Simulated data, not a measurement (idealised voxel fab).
The following is a process module called voxel self aligned vias.
This is section cut - it's 155 nm across, gridded in 5 nm square cells.
Heads up, the way a cross-section reads in here is a grid of square cells, handed over as bands from the top down, with every band being one or more rows of cells.
The band entry comprises the height of the band's top followed by the height of its bottom, expressed in nm, and subsequently the band's materials from left to right, each stated together with its width in nm. Where a single material is marked with the word "edge to edge", that material fills the band from edge to edge. The word "air" represents empty space.
Heights from 0 (as-received wafer is one material below). Bottom band endless downward, as "z 0 and below".
Graded width ("30 to 40"): value in top row of band = first number; value in bottom row = second number; row-to-row change constant.
Reading "remained unchanged" for a step: not a cell of the cross-section changed in it.
Listed in "Enclosed cavity list": every empty space of 8 or more cells without an open way to the top. Form: width x height at distance, the distance being from the left edge, all in nm.
Read whatever lies past the settings on a step's line as the simulator's own remark about the step.
overlay nm: on a step with a mask, how far right of its planned place the mask lay; negative means left.
# Set out below are the planned steps of the process
- 1: RECEIVE with material Si
- 2: CONFORMAL_DEP with material SiO2, thk nm 10
- 3: CONFORMAL_DEP with material SiCN, thk nm 5
- 4: DIRECTIONAL_DEP with material lowk, thk nm 25
- 5: MASKED_ETCH with tone open, mask id LINES, width nm 20, pitch nm 45, etch materials lowk, depth nm 25, overlay nm 0
- 6: CONFORMAL_DEP with material TiN, thk nm 5
- 7: FILL_DEP with material W, thk nm 5
- 8: CMP with height nm 40
- 9: SELECTIVE_ETCH with etch materials W Ru TiN, depth nm 5
- 10: FILL_DEP with material SiN, thk nm 10
- 11: CMP with height nm 40
- 12: DIRECTIONAL_DEP with material lowk, thk nm 20
- 13: PATTERN with tone open, mask id VIAS, material resist, width nm 30, pitch nm 45, thk nm 15, overlay nm 0
- 14: DIRECTIONAL_ETCH with etch materials lowk, depth nm 20
- 15: DIRECTIONAL_ETCH with etch materials SiN, depth nm 5
- 16: STRIP with etch materials resist
- 17: CONFORMAL_DEP with material TiN, thk nm 5
- 18: FILL_DEP with material W, thk nm 10
- 19: CMP with height nm 60
- 20: CONFORMAL_DEP with material SiN, thk nm 5
# Shown in cross-section is the wafer as received, that is, as it stands after step 1
    z 0 and below | Si edge to edge
    Enclosed cavity list: none
# First of two wafers, end-of-module section, run followed plan
    z 65 to 60 | SiN edge to edge
    z 60 to 45 | lowk 15 | TiN 5 | W 20 | TiN 5 | lowk 15 | TiN 5 | W 20 | TiN 5 | lowk 15 | TiN 5 | W 20 | TiN 5 | lowk 20
    z 45 to 40 | lowk 15 | TiN 10 | W 10 | TiN 10 | lowk 15 | TiN 10 | W 10 | TiN 10 | lowk 15 | TiN 10 | W 10 | TiN 10 | lowk 20
    z 40 to 35 | lowk 20 | TiN 20 | lowk 25 | TiN 20 | lowk 25 | TiN 20 | lowk 25
    z 35 to 20 | lowk 20 | TiN 5 | W 10 | TiN 5 | lowk 25 | TiN 5 | W 10 | TiN 5 | lowk 25 | TiN 5 | W 10 | TiN 5 | lowk 25
    z 20 to 15 | lowk 20 | TiN 20 | lowk 25 | TiN 20 | lowk 25 | TiN 20 | lowk 25
    z 15 to 10 | SiCN edge to edge
    z 10 to 0 | SiO2 edge to edge
    z 0 and below | Si edge to edge
    Enclosed cavity list: none
# Cross-section of the latter of the two wafers at module completion. It had an identical start and an identical plan to the former; in running it, one mistake was made
    z 80 to 75 | SiN edge to edge
    z 75 to 65 | W edge to edge
    z 65 to 60 | TiN 20 | W 20 | TiN 25 | W 20 | TiN 25 | W 20 | TiN 25
    z 60 to 45 | lowk 15 | TiN 5 | W 20 | TiN 5 | lowk 15 | TiN 5 | W 20 | TiN 5 | lowk 15 | TiN 5 | W 20 | TiN 5 | lowk 20
    z 45 to 40 | lowk 15 | TiN 10 | W 10 | TiN 10 | lowk 15 | TiN 10 | W 10 | TiN 10 | lowk 15 | TiN 10 | W 10 | TiN 10 | lowk 20
    z 40 to 35 | lowk 20 | TiN 20 | lowk 25 | TiN 20 | lowk 25 | TiN 20 | lowk 25
    z 35 to 20 | lowk 20 | TiN 5 | W 10 | TiN 5 | lowk 25 | TiN 5 | W 10 | TiN 5 | lowk 25 | TiN 5 | W 10 | TiN 5 | lowk 25
    z 20 to 15 | lowk 20 | TiN 20 | lowk 25 | TiN 20 | lowk 25 | TiN 20 | lowk 25
    z 15 to 10 | SiCN edge to edge
    z 10 to 0 | SiO2 edge to edge
    z 0 and below | Si edge to edge
    Enclosed cavity list: none
what went wrong: the run left out plan step 19 entirely, so it was never executed
Wrapping up, a cell-based count of both wafers puts the second over or under the first for these materials: +19 TiN, +74 W
